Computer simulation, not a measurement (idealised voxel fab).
The process module presented herein is designated voxel wiring stack.
Each square cell in cross-section cut measures 5 nm, and the section as a whole is 270 nm wide.
In what follows, cross-sections appear as grids of square cells, described through bands that run from the top down, where every band is one or more rows of cells.
This entry defines a band. It first specifies the height of the band's top and the height of its bottom in nm, and then specifies the band's materials from left to right, stating each material with its width in nm. The word "throughout" identifies a single material that fills the band from edge to edge, while the word "empty" identifies empty space.
Heights are measured from 0, the level below which the as-received wafer is all one material; the lowest band has no bottom and continues downward, written as in "0 nm and below".
Per-row width for "30 to 40": begins at first number (top row of band), ends at second number (bottom row), increment between rows held constant.
"nothing altered" for a step: no cell of the cross-section changed in that step.
What "Closed void catalog" gives you is every empty space of 8 cells or more that is cut off from the top. Each appears as width x height at distance, with the distance taken from the left edge and width, height and distance all in nm.
Anything after a step's settings on that line? It's the simulator's own note about the step.
Among the settings permitted on a step's line is "overlay nm"; applied to a step with a mask, it specifies the extent to which the mask lay to the right of its planned position, whereas a negative figure signifies a position to the left.
Below is the list of planned process steps:
1: op RECEIVE | material Si
2: op CONFORMAL_DEP | material SiO2 | thk nm 10
3: op DIRECTIONAL_DEP | material TiN | thk nm 5
4: op DIRECTIONAL_DEP | material W | thk nm 25
5: op DIRECTIONAL_DEP | material aC | thk nm 15
6: op PATTERN | tone cover | mask id METAL_1 | material resist | width nm 25 | pitch nm 45 | thk nm 30 | overlay nm 0
7: op DIRECTIONAL_ETCH | etch materials aC | depth nm 15
8: op STRIP | etch materials resist
9: op DIRECTIONAL_ETCH | etch materials W | depth nm 25
10: op DIRECTIONAL_ETCH | etch materials TiN | depth nm 5
11: op STRIP | etch materials aC
12: op FILL_DEP | material lowk | thk nm 10
13: op CMP | height nm 40
14: op CONFORMAL_DEP | material SiCN | thk nm 5
15: op DIRECTIONAL_DEP | material SiO2 | thk nm 10
16: op DIRECTIONAL_DEP | material aC | thk nm 10
17: op PATTERN | tone open | mask id PLUG_1 | material resist | width nm 15 | thk nm 25 | overlay nm 0
18: op DIRECTIONAL_ETCH | etch materials aC | depth nm 10
19: op STRIP | etch materials resist
20: op DIRECTIONAL_ETCH | etch materials SiO2 | depth nm 10
21: op DIRECTIONAL_ETCH | etch materials SiCN | depth nm 5
22: op STRIP | etch materials aC
23: op EPI | material Ru | thk nm 10
24: op EPI | material Ru | thk nm 5
25: op CONFORMAL_DEP | material SiN | thk nm 5
26: op DIRECTIONAL_DEP | material lowk | thk nm 25
27: op DIRECTIONAL_DEP | material aC | thk nm 15
28: op PATTERN | tone open | mask id METAL_2 | material resist | width nm 25 | pitch nm 45 | thk nm 30 | overlay nm 0
29: op DIRECTIONAL_ETCH | etch materials aC | depth nm 15
30: op STRIP | etch materials resist
31: op DIRECTIONAL_ETCH | etch materials lowk | depth nm 25
32: op DIRECTIONAL_ETCH | etch materials SiN | depth nm 5
33: op STRIP | etch materials aC
34: op CONFORMAL_DEP | material TiN | thk nm 5
35: op FILL_DEP | material Ru | thk nm 5
36: op CMP | height nm 85
37: op CONFORMAL_DEP | material SiN | thk nm 5
First of two wafers, processed according to plan:
Step 1 complete: cross-section of the wafer as received:
* 0 nm and below | Si throughout
* Closed void catalog: none
after step 2:
* 10 nm to 0 nm | SiO2 throughout
* Nothing below the height 0 has changed.
after step 3:
* 15 nm to 10 nm | TiN throughout
* Nothing below the height 10 has changed.
after step 4:
* 40 nm to 15 nm | W throughout
* Nothing below the height 15 has changed.
after step 5:
* 55 nm to 40 nm | aC throughout
* Nothing below the height 40 has changed.
after step 6:
* 85 nm to 55 nm | empty 100; resist 25; empty 20; resist 25; empty 100
* Nothing below the height 55 has changed.
after step 7:
* 70 nm to 55 nm | empty 100; resist 25; empty 20; resist 25; empty 100
* 55 nm to 40 nm | empty 100; aC 25; empty 20; aC 25; empty 100
* Nothing below the height 40 has changed.
after step 8:
* 55 nm to 40 nm | empty 100; aC 25; empty 20; aC 25; empty 100
* Nothing below the height 40 has changed.
after step 9:
* 55 nm to 40 nm | empty 100; aC 25; empty 20; aC 25; empty 100
* 40 nm to 15 nm | empty 100; W 25; empty 20; W 25; empty 100
* Nothing below the height 15 has changed.
after step 10:
* 55 nm to 40 nm | empty 100; aC 25; empty 20; aC 25; empty 100
* 40 nm to 15 nm | empty 100; W 25; empty 20; W 25; empty 100
* 15 nm to 10 nm | empty 100; TiN 25; empty 20; TiN 25; empty 100
* Nothing below the height 10 has changed.
after step 11:
* 40 nm to 15 nm | empty 100; W 25; empty 20; W 25; empty 100
* Nothing below the height 15 has changed.
after step 12:
* 50 nm to 40 nm | lowk throughout
* 40 nm to 15 nm | lowk 100; W 25; lowk 20; W 25; lowk 100
* 15 nm to 10 nm | lowk 100; TiN 25; lowk 20; TiN 25; lowk 100
* Nothing below the height 10 has changed.
after step 13:
* 40 nm to 15 nm | lowk 100; W 25; lowk 20; W 25; lowk 100
* Nothing below the height 15 has changed.
after step 14:
* 45 nm to 40 nm | SiCN throughout
* Nothing below the height 40 has changed.
after step 15:
* 55 nm to 45 nm | SiO2 throughout
* Nothing below the height 45 has changed.
after step 16:
* 65 nm to 55 nm | aC throughout
* Nothing below the height 55 has changed.
after step 17:
* 90 nm to 65 nm | resist 100; empty 15; resist 155
* Nothing below the height 65 has changed.
after step 18:
* 80 nm to 65 nm | resist 100; empty 15; resist 155
* 65 nm to 55 nm | aC 100; empty 15; aC 155
* Nothing below the height 55 has changed.
after step 19:
* 65 nm to 55 nm | aC 100; empty 15; aC 155
* Nothing below the height 55 has changed.
after step 20:
* 65 nm to 55 nm | aC 100; empty 15; aC 155
* 55 nm to 45 nm | SiO2 100; empty 15; SiO2 155
* Nothing below the height 45 has changed.
after step 21:
* 65 nm to 55 nm | aC 100; empty 15; aC 155
* 55 nm to 45 nm | SiO2 100; empty 15; SiO2 155
* 45 nm to 40 nm | SiCN 100; empty 15; SiCN 155
* Nothing below the height 40 has changed.
after step 22:
* 55 nm to 45 nm | SiO2 100; empty 15; SiO2 155
* Nothing below the height 45 has changed.
after step 23:
* 55 nm to 50 nm | SiO2 100; empty 15; SiO2 155
* 50 nm to 45 nm | SiO2 100; Ru 15; SiO2 155
* 45 nm to 40 nm | SiCN 100; Ru 15; SiCN 155
* Nothing below the height 40 has changed.
after step 24:
* 55 nm to 45 nm | SiO2 100; Ru 15; SiO2 155
* Nothing below the height 45 has changed.
after step 25:
* 60 nm to 55 nm | SiN throughout
* Nothing below the height 55 has changed.
after step 26:
* 85 nm to 60 nm | lowk throughout
* Nothing below the height 60 has changed.
after step 27:
* 100 nm to 85 nm | aC throughout
* Nothing below the height 85 has changed.
after step 28:
* 130 nm to 100 nm | resist 100; empty 25; resist 20; empty 25; resist 100
* Nothing below the height 100 has changed.
after step 29:
* 115 nm to 100 nm | resist 100; empty 25; resist 20; empty 25; resist 100
* 100 nm to 85 nm | aC 100; empty 25; aC 20; empty 25; aC 100
* Nothing below the height 85 has changed.
after step 30:
* 100 nm to 85 nm | aC 100; empty 25; aC 20; empty 25; aC 100
* Nothing below the height 85 has changed.
after step 31:
* 100 nm to 85 nm | aC 100; empty 25; aC 20; empty 25; aC 100
* 85 nm to 60 nm | lowk 100; empty 25; lowk 20; empty 25; lowk 100
* Nothing below the height 60 has changed.
after step 32:
* 100 nm to 85 nm | aC 100; empty 25; aC 20; empty 25; aC 100
* 85 nm to 60 nm | lowk 100; empty 25; lowk 20; empty 25; lowk 100
* 60 nm to 55 nm | SiN 100; empty 25; SiN 20; empty 25; SiN 100
* Nothing below the height 55 has changed.
after step 33:
* 85 nm to 60 nm | lowk 100; empty 25; lowk 20; empty 25; lowk 100
* Nothing below the height 60 has changed.
after step 34:
* 90 nm to 85 nm | TiN 105; empty 15; TiN 30; empty 15; TiN 105
* 85 nm to 60 nm | lowk 100; TiN 5; empty 15; TiN 5; lowk 20; TiN 5; empty 15; TiN 5; lowk 100
* 60 nm to 55 nm | SiN 100; TiN 25; SiN 20; TiN 25; SiN 100
* Nothing below the height 55 has changed.
after step 35:
* 95 nm to 90 nm | Ru throughout
* 90 nm to 85 nm | TiN 105; Ru 15; TiN 30; Ru 15; TiN 105
* 85 nm to 60 nm | lowk 100; TiN 5; Ru 15; TiN 5; lowk 20; TiN 5; Ru 15; TiN 5; lowk 100
* Nothing below the height 60 has changed.
after step 36:
* 85 nm to 60 nm | lowk 100; TiN 5; Ru 15; TiN 5; lowk 20; TiN 5; Ru 15; TiN 5; lowk 100
* Nothing below the height 60 has changed.
after step 37:
* 90 nm to 85 nm | SiN throughout
* Nothing below the height 85 has changed.
Wafer two. Same start, same plan, one slip in execution. Same as wafer one through step 36, inclusive:
Cross-section of the second wafer when, according to plan, step 37 should have finished:
* 90 nm to 85 nm | SiCN throughout
* Nothing below the height 85 has changed.
Deviation noted in wafer processing: step 37 changed vs plan, executed as op CONFORMAL_DEP | material SiCN | thk nm 5
The final cell counts differ between the wafers, with the second having more or fewer of some materials than the first: SiCN +54, SiN -54
